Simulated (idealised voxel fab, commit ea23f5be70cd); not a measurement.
A process module follows: voxel tone inversion.
cross-section cut | 240 nm wide | cells 5 nm
Cross-section layout: square cells on a grid; listed as bands, top to bottom; a band spans one or more cell rows.
Look at the band entry: it leads with the top's height and the bottom's height in nm. Then it lists the materials left to right, with a width in nm for each. The word "edge to edge" on a single material says that material fills the band edge to edge. The word "air" is empty space.
Convention: height 0 is the level below which the wafer, as received, is all one material. The lowest band does not terminate at the bottom but continues downward, represented as "top 0, no bottom".
The notation "30 to 40" denotes a width that varies across the rows of cells in the band, beginning at the first number in the top row, finishing at the second number in the bottom row, and changing by an identical amount from each row to the next.
"same as before" -> step changed no cross-section cell.
In "Fully closed voids" the enclosed voids are listed, meaning empty spaces of 8 cells or larger without any opening to the top. The form is width x height at distance, distance from the left edge, units nm.
Whatever follows a step's settings on its line is a remark the simulator itself makes about that step.
"overlay nm" denotes, for a step that has a mask, the displacement of the mask to the right of its planned place, with negative values corresponding to the left.

### Below is the list of planned process steps
- 1: RECEIVE,material Si
- 2: CONFORMAL_DEP,material SiN,thk nm 5
- 3: DIRECTIONAL_DEP,material aC,thk nm 20
- 4: PATTERN,tone cover,mask id POSTS,material resist,width nm 15,pitch nm 45,thk nm 30,overlay nm 0
- 5: DIRECTIONAL_ETCH,etch materials aC,depth nm 20
- 6: STRIP,etch materials resist
- 7: FILL_DEP,material SiO2,thk nm 5
- 8: CMP,height nm 25
- 9: STRIP,etch materials aC
- 10: CONFORMAL_DEP,material TiN,thk nm 5
- 11: FILL_DEP,material Ru,thk nm 5
- 12: CMP,height nm 25
- 13: CONFORMAL_DEP,material SiN,thk nm 5

### On the first of the two wafers: run conducted according to plan

### So this is the incoming wafer in cross-section - it's already been through step 1
  top 0, no bottom | Si edge to edge
  Fully closed voids: none

### Step 2 done - wafer cross-section
  top 5, bottom 0 | SiN edge to edge
  Lower than 0, everything is as it was.

### Step 3 done - wafer cross-section
  top 25, bottom 5 | aC edge to edge
  Lower than 5, everything is as it was.

### Step 4 done - wafer cross-section
  top 55, bottom 25 | air (45); resist (15); air (30); resist (15); air (30); resist (15); air (30); resist (15); air (45)
  Lower than 25, everything is as it was.

### Step 5 done - wafer cross-section
  top 35, bottom 25 | air (45); resist (15); air (30); resist (15); air (30); resist (15); air (30); resist (15); air (45)
  top 25, bottom 5 | air (45); aC (15); air (30); aC (15); air (30); aC (15); air (30); aC (15); air (45)
  Lower than 5, everything is as it was.

### Step 6 done - wafer cross-section
  top 25, bottom 5 | air (45); aC (15); air (30); aC (15); air (30); aC (15); air (30); aC (15); air (45)
  Lower than 5, everything is as it was.

### Step 7 done - wafer cross-section
  top 30, bottom 25 | SiO2 edge to edge
  top 25, bottom 5 | SiO2 (45); aC (15); SiO2 (30); aC (15); SiO2 (30); aC (15); SiO2 (30); aC (15); SiO2 (45)
  Lower than 5, everything is as it was.

### Step 8 done - wafer cross-section
  top 25, bottom 5 | SiO2 (45); aC (15); SiO2 (30); aC (15); SiO2 (30); aC (15); SiO2 (30); aC (15); SiO2 (45)
  Lower than 5, everything is as it was.

### Step 9 done - wafer cross-section
  top 25, bottom 5 | SiO2 (45); air (15); SiO2 (30); air (15); SiO2 (30); air (15); SiO2 (30); air (15); SiO2 (45)
  Lower than 5, everything is as it was.

### Step 10 done - wafer cross-section
  top 30, bottom 25 | TiN (50); air (5); TiN (40); air (5); TiN (40); air (5); TiN (40); air (5); TiN (50)
  top 25, bottom 10 | SiO2 (45); TiN (5); air (5); TiN (5); SiO2 (30); TiN (5); air (5); TiN (5); SiO2 (30); TiN (5); air (5); TiN (5); SiO2 (30); TiN (5); air (5); TiN (5); SiO2 (45)
  top 10, bottom 5 | SiO2 (45); TiN (15); SiO2 (30); TiN (15); SiO2 (30); TiN (15); SiO2 (30); TiN (15); SiO2 (45)
  Lower than 5, everything is as it was.

### Step 11 done - wafer cross-section
  top 35, bottom 30 | Ru edge to edge
  top 30, bottom 25 | TiN (50); Ru (5); TiN (40); Ru (5); TiN (40); Ru (5); TiN (40); Ru (5); TiN (50)
  top 25, bottom 10 | SiO2 (45); TiN (5); Ru (5); TiN (5); SiO2 (30); TiN (5); Ru (5); TiN (5); SiO2 (30); TiN (5); Ru (5); TiN (5); SiO2 (30); TiN (5); Ru (5); TiN (5); SiO2 (45)
  Lower than 10, everything is as it was.

### Step 12 done - wafer cross-section
  top 25, bottom 10 | SiO2 (45); TiN (5); Ru (5); TiN (5); SiO2 (30); TiN (5); Ru (5); TiN (5); SiO2 (30); TiN (5); Ru (5); TiN (5); SiO2 (30); TiN (5); Ru (5); TiN (5); SiO2 (45)
  Lower than 10, everything is as it was.

### Step 13 done - wafer cross-section
  top 30, bottom 25 | SiN edge to edge
  Lower than 25, everything is as it was.

### The remaining wafer, second of the two, started like the first and was run to the same plan, except that one mistake was made along the way; the two coincide through step 1, inclusive

Planned end of step 2: second wafer, cross-section: same as before

### Planned end of step 3: second wafer, cross-section
  top 20, bottom 0 | aC edge to edge
  Lower than 0, everything is as it was.

### Planned end of step 4: second wafer, cross-section
  top 50, bottom 20 | air (45); resist (15); air (30); resist (15); air (30); resist (15); air (30); resist (15); air (45)
  Lower than 20, everything is as it was.

### Planned end of step 5: second wafer, cross-section
  top 30, bottom 20 | air (45); resist (15); air (30); resist (15); air (30); resist (15); air (30); resist (15); air (45)
  top 20, bottom 0 | air (45); aC (15); air (30); aC (15); air (30); aC (15); air (30); aC (15); air (45)
  Lower than 0, everything is as it was.

### Planned end of step 6: second wafer, cross-section
  top 20, bottom 0 | air (45); aC (15); air (30); aC (15); air (30); aC (15); air (30); aC (15); air (45)
  Lower than 0, everything is as it was.

### Planned end of step 7: second wafer, cross-section
  top 25, bottom 20 | SiO2 edge to edge
  top 20, bottom 0 | SiO2 (45); aC (15); SiO2 (30); aC (15); SiO2 (30); aC (15); SiO2 (30); aC (15); SiO2 (45)
  Lower than 0, everything is as it was.

Planned end of step 8: second wafer, cross-section: same as before

Planned end of step 9: second wafer, cross-section: same as before

### Planned end of step 10: second wafer, cross-section
  top 30, bottom 25 | TiN edge to edge
  Lower than 25, everything is as it was.

### Planned end of step 11: second wafer, cross-section
  top 35, bottom 30 | Ru edge to edge
  Lower than 30, everything is as it was.

### Planned end of step 12: second wafer, cross-section
  top 25, bottom 20 | SiO2 edge to edge
  Lower than 20, everything is as it was.

### Planned end of step 13: second wafer, cross-section
  top 30, bottom 25 | SiN edge to edge
  Lower than 25, everything is as it was.
Heads up, the wafer didn't run the way we planned it: step 2 in the plan did not get run; it was skipped
Looking at both finished wafers in cells, the second ends up ahead of or behind the first on some materials: Ru -12, SiN -48, SiO2 +48, TiN -36, aC +48
